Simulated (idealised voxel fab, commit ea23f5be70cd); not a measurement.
Process module, titled voxel capacitor over wiring
Section shown: cut. Width: 270 nm. Cell size: 5 nm, square.
Think of the cross-section as a grid of square cells. We describe it in bands, top to bottom, and each band covers one or more rows of those cells.
What a band's entry tells you: where the top is and where the bottom is, as heights in nm, and after that what lies inside, material by material from left to right, each with its width in nm. Empty space is written as the word "blank", and a single material marked with the word "edge to edge" occupies the band from edge to edge.
Height is counted from the level 0, under which the received wafer is composed throughout of one material. The lowest of the bands is not closed at the bottom but continues downward, in the notation "top 0, no bottom".
Read "30..40" as a graded width: first number on top, second number at the bottom, same change between each pair of neighbouring rows.
No cell of the cross-section changed in a step that is given as "changes: none".
Each empty space that has no open way to the top and spans at least 8 cells appears under "Enclosed internal voids" as width x height at distance, the distance counted from the left edge, all in nm.
after a step's settings: what the simulator itself notes on the step
overlay nm: step with mask; distance mask lay right of planned place; negative value = left of planned place.
# Set out below are the planned steps of the process
1. RECEIVE (material Si)
2. CONFORMAL_DEP (material SiO2; thk nm 15)
3. CONFORMAL_DEP (material SiN; thk nm 5)
4. DIRECTIONAL_DEP (material SiO2; thk nm 20)
5. PATTERN (tone open; mask id METAL_1; material resist; width nm 30; pitch nm 90; thk nm 20; overlay nm 0)
6. DIRECTIONAL_ETCH (etch materials SiO2; depth nm 20)
7. DIRECTIONAL_ETCH (etch materials SiN; depth nm 5)
8. STRIP (etch materials resist)
9. CONFORMAL_DEP (material TiN; thk nm 5)
10. FILL_DEP (material Ru; thk nm 10)
11. CMP (height nm 40)
12. EPI (material Ru; thk nm 5)
13. FILL_DEP (material SiCN; thk nm 5)
14. DIRECTIONAL_DEP (material lowk; thk nm 15)
15. DIRECTIONAL_DEP (material aC; thk nm 10)
16. PATTERN (tone open; mask id PLUG_1; material resist; width nm 15; thk nm 25; overlay nm 0)
17. DIRECTIONAL_ETCH (etch materials aC; depth nm 10)
18. STRIP (etch materials resist)
19. DIRECTIONAL_ETCH (etch materials lowk; depth nm 15)
20. DIRECTIONAL_ETCH (etch materials SiCN; depth nm 5)
21. STRIP (etch materials aC)
22. CONFORMAL_DEP (material TiN; thk nm 5)
23. FILL_DEP (material Cu; thk nm 5)
24. CMP (height nm 65)
25. DIRECTIONAL_DEP (material TiN; thk nm 5)
26. DIRECTIONAL_DEP (material Al2O3; thk nm 5)
27. DIRECTIONAL_DEP (material TiN; thk nm 10)
28. DIRECTIONAL_DEP (material aC; thk nm 15)
29. PATTERN (tone cover; mask id UPPER_PLATE; material resist; width nm 65; thk nm 35; overlay nm 0)
30. DIRECTIONAL_ETCH (etch materials aC; depth nm 15)
31. STRIP (etch materials resist)
32. DIRECTIONAL_ETCH (etch materials TiN; depth nm 10)
33. DIRECTIONAL_ETCH (etch materials Al2O3; depth nm 5)
34. STRIP (etch materials aC)
35. PATTERN (tone cover; mask id LOWER_PLATE; material resist; width nm 75; thk nm 20; overlay nm 0)
36. DIRECTIONAL_ETCH (etch materials TiN; depth nm 5)
37. STRIP (etch materials resist)
38. FILL_DEP (material SiO2; thk nm 15)
39. CMP (height nm 95)
40. MASKED_ETCH (tone open; mask id PLUG_2; width nm 15; etch materials SiO2; depth nm 10; overlay nm 0)
41. CONFORMAL_DEP (material TiN; thk nm 5)
42. FILL_DEP (material Cu; thk nm 10)
43. CMP (height nm 95)
44. CONFORMAL_DEP (material SiCN; thk nm 5)
# Cross-sectional view of the wafer in its as-received condition, corresponding to the state after step 1
	top 0, no bottom  Si edge to edge
	Enclosed internal voids: none
# Below is the wafer in cross-section after the module was completed. It began from the starting point shown above and followed the plan shown above, except that one mistake was made while running it
	top 100, bottom 95  SiCN edge to edge
	top 95, bottom 90  SiO2 100 nm; TiN 5 nm; Cu 5 nm; TiN 5 nm; SiO2 155 nm
	top 90, bottom 85  SiO2 100 nm; TiN 15 nm; SiO2 155 nm
	top 85, bottom 75  SiO2 90 nm; TiN 65 nm; SiO2 115 nm
	top 75, bottom 70  SiO2 90 nm; Al2O3 65 nm; SiO2 115 nm
	top 70, bottom 65  SiO2 85 nm; TiN 75 nm; SiO2 110 nm
	top 65, bottom 50  lowk 90 nm; TiN 5 nm; Cu 5 nm; TiN 5 nm; lowk 165 nm
	top 50, bottom 45  SiCN 90 nm; TiN 15 nm; SiCN 165 nm
	top 45, bottom 35  Ru edge to edge
	top 35, bottom 30  TiN 80 nm; Ru 20 nm; TiN 70 nm; Ru 20 nm; TiN 80 nm
	top 30, bottom 20  SiO2 75 nm; TiN 5 nm; Ru 20 nm; TiN 5 nm; SiO2 60 nm; TiN 5 nm; Ru 20 nm; TiN 5 nm; SiO2 75 nm
	top 20, bottom 15  SiN 75 nm; TiN 30 nm; SiN 60 nm; TiN 30 nm; SiN 75 nm
	top 15, bottom 0  SiO2 edge to edge
	top 0, no bottom  Si edge to edge
	Enclosed internal voids: none
In executing the process, a mistake was made relative to the plan: the process deviated at step 4: the operation and settings actually run there were DIRECTIONAL_DEP (material SiO2; thk nm 10)
